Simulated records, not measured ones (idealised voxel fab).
This is a process module. Its name is voxel transistor to metal.
Shown is cross-section cut, with a width of 150 nm and square cells of size 5 nm.
A cross-section is written here as square cells arranged in a grid, and it is given in bands from the top down, each band taking up one or more rows of cells. For a band, the entry starts with two heights in nm, that of the top and then that of the bottom, and carries on with the band's materials in order from left to right, each alongside its width in nm; the word "all across" beside a single material means it fills the band edge to edge, and "blank" means empty space. Note: height 0 marks the level under which the wafer is uniformly one material as received. Lowest band unbounded below, written "from 0 down". You'd read "30->40" like this: the band's top row of cells is as wide as the first number, its bottom row is as wide as the second, and going down, every row changes width by the same amount as the row before did. "remained unchanged" -> step changed no cross-section cell. "Voids, fully enclosed" - sealed voids, min. 8 cells, no opening to top; format: width x height at distance (distance from left edge; nm throughout). Post-settings text on a step line: simulator's own remark regarding the step. You can add "overlay nm" to a step's line. For a step with a mask, it describes how far the mask lay to the right of its planned position, and a negative number describes a lay to the left.
PROCESS STEPS FORESEEN IN THE PLAN
1: RECEIVE | material Si
2: OXIDIZE | depth nm 5
3: CONFORMAL_DEP | material SiN | thk nm 15
4: MASKED_ETCH | tone cover | mask id ACTIVE | width nm 105 | etch materials SiN | depth nm 15 | overlay nm 0
5: MASKED_ETCH | tone cover | mask id ACTIVE | width nm 105 | etch materials SiO2 | depth nm 5 | overlay nm 0
6: MASKED_ETCH | tone cover | mask id ACTIVE | width nm 105 | etch materials Si | depth nm 35 | overlay nm 0
7: OXIDIZE | depth nm 5
8: FILL_DEP | material SiO2 | thk nm 5
9: CMP | height nm 15
10: SELECTIVE_ETCH | etch materials SiO2 | depth nm 10
11: STRIP | etch materials SiN
12: SELECTIVE_ETCH | etch materials SiO2 | depth nm 5
13: OXIDIZE | depth nm 5
14: DIRECTIONAL_DEP | material polySi | thk nm 20
15: DIRECTIONAL_DEP | material SiCN | thk nm 10
16: MASKED_ETCH | tone cover | mask id GATE | width nm 25 | etch materials SiCN | depth nm 20 | overlay nm 0
17: MASKED_ETCH | tone cover | mask id GATE | width nm 25 | etch materials polySi | depth nm 30 | overlay nm 0
18: CONFORMAL_DEP | material SiN | thk nm 10
19: DIRECTIONAL_ETCH | etch materials SiN | depth nm 10
20: DIRECTIONAL_ETCH | etch materials SiO2 | depth nm 5
21: DIRECTIONAL_ETCH | etch materials Si | depth nm 15
22: EPI | material nSi | thk nm 15
23: FILL_DEP | material SiO2 | thk nm 10
24: CMP | height nm 25
25: DIRECTIONAL_DEP | material SiO2 | thk nm 15
26: PATTERN | tone open | mask id CONTACT | material resist | width nm 15 | pitch nm 80 | thk nm 15 | overlay nm 0
27: DIRECTIONAL_ETCH | etch materials SiO2 | depth nm 50
28: STRIP | etch materials resist
29: CONFORMAL_DEP | material TiN | thk nm 5
30: FILL_DEP | material W | thk nm 10
31: CMP | height nm 40
32: CONFORMAL_DEP | material SiN | thk nm 5
33: DIRECTIONAL_DEP | material lowk | thk nm 25
34: DIRECTIONAL_DEP | material aC | thk nm 10
35: PATTERN | tone open | mask id METAL_1 | material resist | width nm 15 | pitch nm 80 | thk nm 25 | overlay nm 0
36: DIRECTIONAL_ETCH | etch materials aC | depth nm 10
37: STRIP | etch materials resist
38: DIRECTIONAL_ETCH | etch materials lowk | depth nm 25
39: DIRECTIONAL_ETCH | etch materials SiN | depth nm 5
40: STRIP | etch materials aC
41: CONFORMAL_DEP | material TiN | thk nm 5
42: FILL_DEP | material Cu | thk nm 5
43: CMP | height nm 70
44: CONFORMAL_DEP | material SiN | thk nm 5
THE FIRST OF THE TWO WAFERS, WHICH RAN AS PLANNED
CROSS-SECTION OF THE INCOMING WAFER, STATE AFTER STEP 1
from 0 down | Si all across
Voids, fully enclosed: none
WAFER AFTER STEP 2 (CROSS-SECTION)
from 0 to -5 | SiO2 all across
Note: structure below -5 unchanged.
WAFER AFTER STEP 3 (CROSS-SECTION)
from 15 to 0 | SiN all across
Note: structure below 0 unchanged.
WAFER AFTER STEP 4 (CROSS-SECTION)
from 15 to 0 | 20 of blank | 105 of SiN | 25 of blank
Note: structure below 0 unchanged.
WAFER AFTER STEP 5 (CROSS-SECTION)
from 15 to 0 | 20 of blank | 105 of SiN | 25 of blank
from 0 to -5 | 20 of blank | 105 of SiO2 | 25 of blank
Note: structure below -5 unchanged.
WAFER AFTER STEP 6 (CROSS-SECTION)
from 15 to 0 | 20 of blank | 105 of SiN | 25 of blank
from 0 to -5 | 20 of blank | 105 of SiO2 | 25 of blank
from -5 to -40 | 20 of blank | 105 of Si | 25 of blank
Note: structure below -40 unchanged.
WAFER AFTER STEP 7 (CROSS-SECTION)
from 15 to 0 | 20 of blank | 105 of SiN | 25 of blank
from 0 to -5 | 20 of blank | 105 of SiO2 | 25 of blank
from -5 to -40 | 20 of blank | 5 of SiO2 | 95 of Si | 5 of SiO2 | 25 of blank
from -40 to -45 | 25 of SiO2 | 95 of Si | 30 of SiO2
Note: structure below -45 unchanged.
WAFER AFTER STEP 8 (CROSS-SECTION)
from 20 to 15 | SiO2 all across
from 15 to 0 | 20 of SiO2 | 105 of SiN | 25 of SiO2
from 0 to -5 | SiO2 all across
from -5 to -45 | 25 of SiO2 | 95 of Si | 30 of SiO2
Note: structure below -45 unchanged.
WAFER AFTER STEP 9 (CROSS-SECTION)
from 15 to 0 | 20 of SiO2 | 105 of SiN | 25 of SiO2
Note: structure below 0 unchanged.
WAFER AFTER STEP 10 (CROSS-SECTION)
from 15 to 5 | 20 of blank | 105 of SiN | 25 of blank
Note: structure below 5 unchanged.
WAFER AFTER STEP 11 (CROSS-SECTION)
from 5 to 0 | 20 of SiO2 | 105 of blank | 25 of SiO2
Note: structure below 0 unchanged.
WAFER AFTER STEP 12 (CROSS-SECTION)
from 0 to -5 | 15 of SiO2 | 115 of blank | 20 of SiO2
Note: structure below -5 unchanged.
WAFER AFTER STEP 13 (CROSS-SECTION)
from 0 to -5 | 15 of SiO2 | 115 of blank | 20 of SiO2
from -5 to -10 | SiO2 all across
Note: structure below -10 unchanged.
WAFER AFTER STEP 14 (CROSS-SECTION)
from 20 to 15 | 15 of polySi | 115 of blank | 20 of polySi
from 15 to 0 | polySi all across
from 0 to -5 | 15 of SiO2 | 115 of polySi | 20 of SiO2
Note: structure below -5 unchanged.
WAFER AFTER STEP 15 (CROSS-SECTION)
from 30 to 25 | 15 of SiCN | 115 of blank | 20 of SiCN
from 25 to 20 | SiCN all across
from 20 to 15 | 15 of polySi | 115 of SiCN | 20 of polySi
Note: structure below 15 unchanged.
WAFER AFTER STEP 16 (CROSS-SECTION)
from 25 to 20 | 60 of blank | 25 of SiCN | 65 of blank
from 20 to 15 | 15 of polySi | 45 of blank | 25 of SiCN | 45 of blank | 20 of polySi
Note: structure below 15 unchanged.
WAFER AFTER STEP 17 (CROSS-SECTION)
from 25 to 15 | 60 of blank | 25 of SiCN | 65 of blank
from 15 to 0 | 60 of blank | 25 of polySi | 65 of blank
from 0 to -5 | 15 of SiO2 | 45 of blank | 25 of polySi | 45 of blank | 20 of SiO2
Note: structure below -5 unchanged.
WAFER AFTER STEP 18 (CROSS-SECTION)
from 35 to 25 | 50 of blank | 45 of SiN | 55 of blank
from 25 to 15 | 50 of blank | 10 of SiN | 25 of SiCN | 10 of SiN | 55 of blank
from 15 to 10 | 50 of blank | 10 of SiN | 25 of polySi | 10 of SiN | 55 of blank
from 10 to 5 | 25 of SiN | 25 of blank | 10 of SiN | 25 of polySi | 10 of SiN | 25 of blank | 30 of SiN
from 5 to 0 | 60 of SiN | 25 of polySi | 65 of SiN
from 0 to -5 | 15 of SiO2 | 45 of SiN | 25 of polySi | 45 of SiN | 20 of SiO2
Note: structure below -5 unchanged.
WAFER AFTER STEP 19 (CROSS-SECTION)
from 25 to 15 | 50 of blank | 10 of SiN | 25 of SiCN | 10 of SiN | 55 of blank
from 15 to 0 | 50 of blank | 10 of SiN | 25 of polySi | 10 of SiN | 55 of blank
from 0 to -5 | 15 of SiO2 | 10 of SiN | 25 of blank | 10 of SiN | 25 of polySi | 10 of SiN | 25 of blank | 10 of SiN | 20 of SiO2
Note: structure below -5 unchanged.
WAFER AFTER STEP 20 (CROSS-SECTION)
from 25 to 15 | 50 of blank | 10 of SiN | 25 of SiCN | 10 of SiN | 55 of blank
from 15 to 0 | 50 of blank | 10 of SiN | 25 of polySi | 10 of SiN | 55 of blank
from 0 to -5 | 15 of blank | 10 of SiN | 25 of blank | 10 of SiN | 25 of polySi | 10 of SiN | 25 of blank | 10 of SiN | 20 of blank
from -5 to -10 | 25 of SiO2 | 25 of blank | 45 of SiO2 | 25 of blank | 30 of SiO2
Note: structure below -10 unchanged.
WAFER AFTER STEP 21 (CROSS-SECTION)
from 25 to 15 | 50 of blank | 10 of SiN | 25 of SiCN | 10 of SiN | 55 of blank
from 15 to 0 | 50 of blank | 10 of SiN | 25 of polySi | 10 of SiN | 55 of blank
from 0 to -5 | 15 of blank | 10 of SiN | 25 of blank | 10 of SiN | 25 of polySi | 10 of SiN | 25 of blank | 10 of SiN | 20 of blank
from -5 to -10 | 25 of SiO2 | 25 of blank | 45 of SiO2 | 25 of blank | 30 of SiO2
from -10 to -25 | 25 of SiO2 | 25 of blank | 45 of Si | 25 of blank | 30 of SiO2
Note: structure below -25 unchanged.
WAFER AFTER STEP 22 (CROSS-SECTION)
from 25 to 15 | 50 of blank | 10 of SiN | 25 of SiCN | 10 of SiN | 55 of blank
from 15 to 5 | 50 of blank | 10 of SiN | 25 of polySi | 10 of SiN | 55 of blank
from 5 to 0 | 35 of blank | 15 of nSi | 10 of SiN | 25 of polySi | 10 of SiN | 15 of nSi | 40 of blank
from 0 to -5 | 15 of blank | 10 of SiN | 10 of blank | 15 of nSi | 10 of SiN | 25 of polySi | 10 of SiN | 15 of nSi | 10 of blank | 10 of SiN | 20 of blank
from -5 to -10 | 25 of SiO2 | 10 of blank | 15 of nSi | 45 of SiO2 | 15 of nSi | 10 of blank | 30 of SiO2
from -10 to -25 | 25 of SiO2 | 25 of nSi | 45 of Si | 25 of nSi | 30 of SiO2
Note: structure below -25 unchanged.
WAFER AFTER STEP 23 (CROSS-SECTION)
from 35 to 25 | SiO2 all across
from 25 to 15 | 50 of SiO2 | 10 of SiN | 25 of SiCN | 10 of SiN | 55 of SiO2
from 15 to 5 | 50 of SiO2 | 10 of SiN | 25 of polySi | 10 of SiN | 55 of SiO2
from 5 to 0 | 35 of SiO2 | 15 of nSi | 10 of SiN | 25 of polySi | 10 of SiN | 15 of nSi | 40 of SiO2
from 0 to -5 | 15 of SiO2 | 10 of SiN | 10 of SiO2 | 15 of nSi | 10 of SiN | 25 of polySi | 10 of SiN | 15 of nSi | 10 of SiO2 | 10 of SiN | 20 of SiO2
from -5 to -10 | 35 of SiO2 | 15 of nSi | 45 of SiO2 | 15 of nSi | 40 of SiO2
Note: structure below -10 unchanged.
WAFER AFTER STEP 24 (CROSS-SECTION)
from 25 to 15 | 50 of SiO2 | 10 of SiN | 25 of SiCN | 10 of SiN | 55 of SiO2
Note: structure below 15 unchanged.
WAFER AFTER STEP 25 (CROSS-SECTION)
from 40 to 25 | SiO2 all across
Note: structure below 25 unchanged.
WAFER AFTER STEP 26 (CROSS-SECTION)
from 55 to 40 | 25 of resist | 15 of blank | 65 of resist | 15 of blank | 30 of resist
Note: structure below 40 unchanged.
WAFER AFTER STEP 27 (CROSS-SECTION)
from 55 to 40 | 25 of resist | 15 of blank | 65 of resist | 15 of blank | 30 of resist
from 40 to 25 | 25 of SiO2 | 15 of blank | 65 of SiO2 | 15 of blank | 30 of SiO2
from 25 to 15 | 25 of SiO2 | 15 of blank | 10 of SiO2 | 10 of SiN | 25 of SiCN | 10 of SiN | 10 of SiO2 | 15 of blank | 30 of SiO2
from 15 to 5 | 25 of SiO2 | 15 of blank | 10 of SiO2 | 10 of SiN | 25 of polySi | 10 of SiN | 10 of SiO2 | 15 of blank | 30 of SiO2
from 5 to 0 | 25 of SiO2 | 10 of blank | 15 of nSi | 10 of SiN | 25 of polySi | 10 of SiN | 15 of nSi | 10 of blank | 30 of SiO2
from 0 to -5 | 15 of SiO2 | 10 of SiN | 10 of blank | 15 of nSi | 10 of SiN | 25 of polySi | 10 of SiN | 15 of nSi | 10 of blank | 10 of SiN | 20 of SiO2
from -5 to -10 | 25 of SiO2 | 10 of blank | 15 of nSi | 45 of SiO2 | 15 of nSi | 10 of blank | 30 of SiO2
Note: structure below -10 unchanged.
WAFER AFTER STEP 28 (CROSS-SECTION)
from 40 to 25 | 25 of SiO2 | 15 of blank | 65 of SiO2 | 15 of blank | 30 of SiO2
Note: structure below 25 unchanged.
WAFER AFTER STEP 29 (CROSS-SECTION)
from 45 to 40 | 30 of TiN | 5 of blank | 75 of TiN | 5 of blank | 35 of TiN
from 40 to 25 | 25 of SiO2 | 5 of TiN | 5 of blank | 5 of TiN | 65 of SiO2 | 5 of TiN | 5 of blank | 5 of TiN | 30 of SiO2
from 25 to 15 | 25 of SiO2 | 5 of TiN | 5 of blank | 5 of TiN | 10 of SiO2 | 10 of SiN | 25 of SiCN | 10 of SiN | 10 of SiO2 | 5 of TiN | 5 of blank | 5 of TiN | 30 of SiO2
from 15 to 10 | 25 of SiO2 | 5 of TiN | 5 of blank | 5 of TiN | 10 of SiO2 | 10 of SiN | 25 of polySi | 10 of SiN | 10 of SiO2 | 5 of TiN | 5 of blank | 5 of TiN | 30 of SiO2
from 10 to 5 | 25 of SiO2 | 15 of TiN | 10 of SiO2 | 10 of SiN | 25 of polySi | 10 of SiN | 10 of SiO2 | 15 of TiN | 30 of SiO2
from 5 to 0 | 25 of SiO2 | 10 of TiN | 15 of nSi | 10 of SiN | 25 of polySi | 10 of SiN | 15 of nSi | 10 of TiN | 30 of SiO2
from 0 to -5 | 15 of SiO2 | 10 of SiN | 10 of TiN | 15 of nSi | 10 of SiN | 25 of polySi | 10 of SiN | 15 of nSi | 10 of TiN | 10 of SiN | 20 of SiO2
from -5 to -10 | 25 of SiO2 | 10 of TiN | 15 of nSi | 45 of SiO2 | 15 of nSi | 10 of TiN | 30 of SiO2
Note: structure below -10 unchanged.
WAFER AFTER STEP 30 (CROSS-SECTION)
from 55 to 45 | W all across
from 45 to 40 | 30 of TiN | 5 of W | 75 of TiN | 5 of W | 35 of TiN
from 40 to 25 | 25 of SiO2 | 5 of TiN | 5 of W | 5 of TiN | 65 of SiO2 | 5 of TiN | 5 of W | 5 of TiN | 30 of SiO2
from 25 to 15 | 25 of SiO2 | 5 of TiN | 5 of W | 5 of TiN | 10 of SiO2 | 10 of SiN | 25 of SiCN | 10 of SiN | 10 of SiO2 | 5 of TiN | 5 of W | 5 of TiN | 30 of SiO2
from 15 to 10 | 25 of SiO2 | 5 of TiN | 5 of W | 5 of TiN | 10 of SiO2 | 10 of SiN | 25 of polySi | 10 of SiN | 10 of SiO2 | 5 of TiN | 5 of W | 5 of TiN | 30 of SiO2
Note: structure below 10 unchanged.
WAFER AFTER STEP 31 (CROSS-SECTION)
from 40 to 25 | 25 of SiO2 | 5 of TiN | 5 of W | 5 of TiN | 65 of SiO2 | 5 of TiN | 5 of W | 5 of TiN | 30 of SiO2
Note: structure below 25 unchanged.
WAFER AFTER STEP 32 (CROSS-SECTION)
from 45 to 40 | SiN all across
Note: structure below 40 unchanged.
WAFER AFTER STEP 33 (CROSS-SECTION)
from 70 to 45 | lowk all across
Note: structure below 45 unchanged.
WAFER AFTER STEP 34 (CROSS-SECTION)
from 80 to 70 | aC all across
Note: structure below 70 unchanged.
WAFER AFTER STEP 35 (CROSS-SECTION)
from 105 to 80 | 25 of resist | 15 of blank | 65 of resist | 15 of blank | 30 of resist
Note: structure below 80 unchanged.
WAFER AFTER STEP 36 (CROSS-SECTION)
from 95 to 80 | 25 of resist | 15 of blank | 65 of resist | 15 of blank | 30 of resist
from 80 to 70 | 25 of aC | 15 of blank | 65 of aC | 15 of blank | 30 of aC
Note: structure below 70 unchanged.
WAFER AFTER STEP 37 (CROSS-SECTION)
from 80 to 70 | 25 of aC | 15 of blank | 65 of aC | 15 of blank | 30 of aC
Note: structure below 70 unchanged.
WAFER AFTER STEP 38 (CROSS-SECTION)
from 80 to 70 | 25 of aC | 15 of blank | 65 of aC | 15 of blank | 30 of aC
from 70 to 45 | 25 of lowk | 15 of blank | 65 of lowk | 15 of blank | 30 of lowk
Note: structure below 45 unchanged.
WAFER AFTER STEP 39 (CROSS-SECTION)
from 80 to 70 | 25 of aC | 15 of blank | 65 of aC | 15 of blank | 30 of aC
from 70 to 45 | 25 of lowk | 15 of blank | 65 of lowk | 15 of blank | 30 of lowk
from 45 to 40 | 25 of SiN | 15 of blank | 65 of SiN | 15 of blank | 30 of SiN
Note: structure below 40 unchanged.
WAFER AFTER STEP 40 (CROSS-SECTION)
from 70 to 45 | 25 of lowk | 15 of blank | 65 of lowk | 15 of blank | 30 of lowk
Note: structure below 45 unchanged.
WAFER AFTER STEP 41 (CROSS-SECTION)
from 75 to 70 | 30 of TiN | 5 of blank | 75 of TiN | 5 of blank | 35 of TiN
from 70 to 45 | 25 of lowk | 5 of TiN | 5 of blank | 5 of TiN | 65 of lowk | 5 of TiN | 5 of blank | 5 of TiN | 30 of lowk
from 45 to 40 | 25 of SiN | 15 of TiN | 65 of SiN | 15 of TiN | 30 of SiN
Note: structure below 40 unchanged.
WAFER AFTER STEP 42 (CROSS-SECTION)
from 80 to 75 | Cu all across
from 75 to 70 | 30 of TiN | 5 of Cu | 75 of TiN | 5 of Cu | 35 of TiN
from 70 to 45 | 25 of lowk | 5 of TiN | 5 of Cu | 5 of TiN | 65 of lowk | 5 of TiN | 5 of Cu | 5 of TiN | 30 of lowk
Note: structure below 45 unchanged.
WAFER AFTER STEP 43 (CROSS-SECTION)
from 70 to 45 | 25 of lowk | 5 of TiN | 5 of Cu | 5 of TiN | 65 of lowk | 5 of TiN | 5 of Cu | 5 of TiN | 30 of lowk
Note: structure below 45 unchanged.
WAFER AFTER STEP 44 (CROSS-SECTION)
from 75 to 70 | SiN all across
Note: structure below 70 unchanged.
SECOND WAFER (IDENTICAL START AND PLAN, ONE PROCESSING ERROR; MATCHES FIRST WAFER THROUGH STEP 24)
SECOND WAFER, SECTIONED VIEW, AT STEP 25'S PLANNED END TIME
from 30 to 25 | SiO2 all across
Note: structure below 25 unchanged.
SECOND WAFER, SECTIONED VIEW, AT STEP 26'S PLANNED END TIME
from 45 to 30 | 25 of resist | 15 of blank | 65 of resist | 15 of blank | 30 of resist
Note: structure below 30 unchanged.
SECOND WAFER, SECTIONED VIEW, AT STEP 27'S PLANNED END TIME
from 45 to 30 | 25 of resist | 15 of blank | 65 of resist | 15 of blank | 30 of resist
from 30 to 25 | 25 of SiO2 | 15 of blank | 65 of SiO2 | 15 of blank | 30 of SiO2
from 25 to 15 | 25 of SiO2 | 15 of blank | 10 of SiO2 | 10 of SiN | 25 of SiCN | 10 of SiN | 10 of SiO2 | 15 of blank | 30 of SiO2
from 15 to 5 | 25 of SiO2 | 15 of blank | 10 of SiO2 | 10 of SiN | 25 of polySi | 10 of SiN | 10 of SiO2 | 15 of blank | 30 of SiO2
from 5 to 0 | 25 of SiO2 | 10 of blank | 15 of nSi | 10 of SiN | 25 of polySi | 10 of SiN | 15 of nSi | 10 of blank | 30 of SiO2
from 0 to -5 | 15 of SiO2 | 10 of SiN | 10 of blank | 15 of nSi | 10 of SiN | 25 of polySi | 10 of SiN | 15 of nSi | 10 of blank | 10 of SiN | 20 of SiO2
from -5 to -10 | 25 of SiO2 | 10 of blank | 15 of nSi | 45 of SiO2 | 15 of nSi | 10 of blank | 30 of SiO2
Note: structure below -10 unchanged.
SECOND WAFER, SECTIONED VIEW, AT STEP 28'S PLANNED END TIME
from 30 to 25 | 25 of SiO2 | 15 of blank | 65 of SiO2 | 15 of blank | 30 of SiO2
Note: structure below 25 unchanged.
SECOND WAFER, SECTIONED VIEW, AT STEP 29'S PLANNED END TIME
from 35 to 30 | 30 of TiN | 5 of blank | 75 of TiN | 5 of blank | 35 of TiN
from 30 to 25 | 25 of SiO2 | 5 of TiN | 5 of blank | 5 of TiN | 65 of SiO2 | 5 of TiN | 5 of blank | 5 of TiN | 30 of SiO2
from 25 to 15 | 25 of SiO2 | 5 of TiN | 5 of blank | 5 of TiN | 10 of SiO2 | 10 of SiN | 25 of SiCN | 10 of SiN | 10 of SiO2 | 5 of TiN | 5 of blank | 5 of TiN | 30 of SiO2
from 15 to 10 | 25 of SiO2 | 5 of TiN | 5 of blank | 5 of TiN | 10 of SiO2 | 10 of SiN | 25 of polySi | 10 of SiN | 10 of SiO2 | 5 of TiN | 5 of blank | 5 of TiN | 30 of SiO2
from 10 to 5 | 25 of SiO2 | 15 of TiN | 10 of SiO2 | 10 of SiN | 25 of polySi | 10 of SiN | 10 of SiO2 | 15 of TiN | 30 of SiO2
from 5 to 0 | 25 of SiO2 | 10 of TiN | 15 of nSi | 10 of SiN | 25 of polySi | 10 of SiN | 15 of nSi | 10 of TiN | 30 of SiO2
from 0 to -5 | 15 of SiO2 | 10 of SiN | 10 of TiN | 15 of nSi | 10 of SiN | 25 of polySi | 10 of SiN | 15 of nSi | 10 of TiN | 10 of SiN | 20 of SiO2
from -5 to -10 | 25 of SiO2 | 10 of TiN | 15 of nSi | 45 of SiO2 | 15 of nSi | 10 of TiN | 30 of SiO2
Note: structure below -10 unchanged.
SECOND WAFER, SECTIONED VIEW, AT STEP 30'S PLANNED END TIME
from 45 to 35 | W all across
from 35 to 30 | 30 of TiN | 5 of W | 75 of TiN | 5 of W | 35 of TiN
from 30 to 25 | 25 of SiO2 | 5 of TiN | 5 of W | 5 of TiN | 65 of SiO2 | 5 of TiN | 5 of W | 5 of TiN | 30 of SiO2
from 25 to 15 | 25 of SiO2 | 5 of TiN | 5 of W | 5 of TiN | 10 of SiO2 | 10 of SiN | 25 of SiCN | 10 of SiN | 10 of SiO2 | 5 of TiN | 5 of W | 5 of TiN | 30 of SiO2
from 15 to 10 | 25 of SiO2 | 5 of TiN | 5 of W | 5 of TiN | 10 of SiO2 | 10 of SiN | 25 of polySi | 10 of SiN | 10 of SiO2 | 5 of TiN | 5 of W | 5 of TiN | 30 of SiO2
Note: structure below 10 unchanged.
SECOND WAFER, SECTIONED VIEW, AT STEP 31'S PLANNED END TIME
from 40 to 35 | W all across
Note: structure below 35 unchanged.
SECOND WAFER, SECTIONED VIEW, AT STEP 32'S PLANNED END TIME
from 45 to 40 | SiN all across
Note: structure below 40 unchanged.
SECOND WAFER, SECTIONED VIEW, AT STEP 33'S PLANNED END TIME
from 70 to 45 | lowk all across
Note: structure below 45 unchanged.
SECOND WAFER, SECTIONED VIEW, AT STEP 34'S PLANNED END TIME
from 80 to 70 | aC all across
Note: structure below 70 unchanged.
SECOND WAFER, SECTIONED VIEW, AT STEP 35'S PLANNED END TIME
from 105 to 80 | 25 of resist | 15 of blank | 65 of resist | 15 of blank | 30 of resist
Note: structure below 80 unchanged.
SECOND WAFER, SECTIONED VIEW, AT STEP 36'S PLANNED END TIME
from 95 to 80 | 25 of resist | 15 of blank | 65 of resist | 15 of blank | 30 of resist
from 80 to 70 | 25 of aC | 15 of blank | 65 of aC | 15 of blank | 30 of aC
Note: structure below 70 unchanged.
SECOND WAFER, SECTIONED VIEW, AT STEP 37'S PLANNED END TIME
from 80 to 70 | 25 of aC | 15 of blank | 65 of aC | 15 of blank | 30 of aC
Note: structure below 70 unchanged.
SECOND WAFER, SECTIONED VIEW, AT STEP 38'S PLANNED END TIME
from 80 to 70 | 25 of aC | 15 of blank | 65 of aC | 15 of blank | 30 of aC
from 70 to 45 | 25 of lowk | 15 of blank | 65 of lowk | 15 of blank | 30 of lowk
Note: structure below 45 unchanged.
SECOND WAFER, SECTIONED VIEW, AT STEP 39'S PLANNED END TIME
from 80 to 70 | 25 of aC | 15 of blank | 65 of aC | 15 of blank | 30 of aC
from 70 to 45 | 25 of lowk | 15 of blank | 65 of lowk | 15 of blank | 30 of lowk
from 45 to 40 | 25 of SiN | 15 of blank | 65 of SiN | 15 of blank | 30 of SiN
Note: structure below 40 unchanged.
SECOND WAFER, SECTIONED VIEW, AT STEP 40'S PLANNED END TIME
from 70 to 45 | 25 of lowk | 15 of blank | 65 of lowk | 15 of blank | 30 of lowk
Note: structure below 45 unchanged.
SECOND WAFER, SECTIONED VIEW, AT STEP 41'S PLANNED END TIME
from 75 to 70 | 30 of TiN | 5 of blank | 75 of TiN | 5 of blank | 35 of TiN
from 70 to 45 | 25 of lowk | 5 of TiN | 5 of blank | 5 of TiN | 65 of lowk | 5 of TiN | 5 of blank | 5 of TiN | 30 of lowk
from 45 to 40 | 25 of SiN | 15 of TiN | 65 of SiN | 15 of TiN | 30 of SiN
Note: structure below 40 unchanged.
SECOND WAFER, SECTIONED VIEW, AT STEP 42'S PLANNED END TIME
from 80 to 75 | Cu all across
from 75 to 70 | 30 of TiN | 5 of Cu | 75 of TiN | 5 of Cu | 35 of TiN
from 70 to 45 | 25 of lowk | 5 of TiN | 5 of Cu | 5 of TiN | 65 of lowk | 5 of TiN | 5 of Cu | 5 of TiN | 30 of lowk
Note: structure below 45 unchanged.
SECOND WAFER, SECTIONED VIEW, AT STEP 43'S PLANNED END TIME
from 70 to 45 | 25 of lowk | 5 of TiN | 5 of Cu | 5 of TiN | 65 of lowk | 5 of TiN | 5 of Cu | 5 of TiN | 30 of lowk
Note: structure below 45 unchanged.
SECOND WAFER, SECTIONED VIEW, AT STEP 44'S PLANNED END TIME
from 75 to 70 | SiN all across
Note: structure below 70 unchanged.
Error vs. plan: step 25, actual vs plan mismatch, actual run DIRECTIONAL_DEP | material SiO2 | thk nm 5
The final cell counts differ between the wafers, with the second having more or fewer of some materials than the first: SiO2 -48 | TiN +20 | W +28
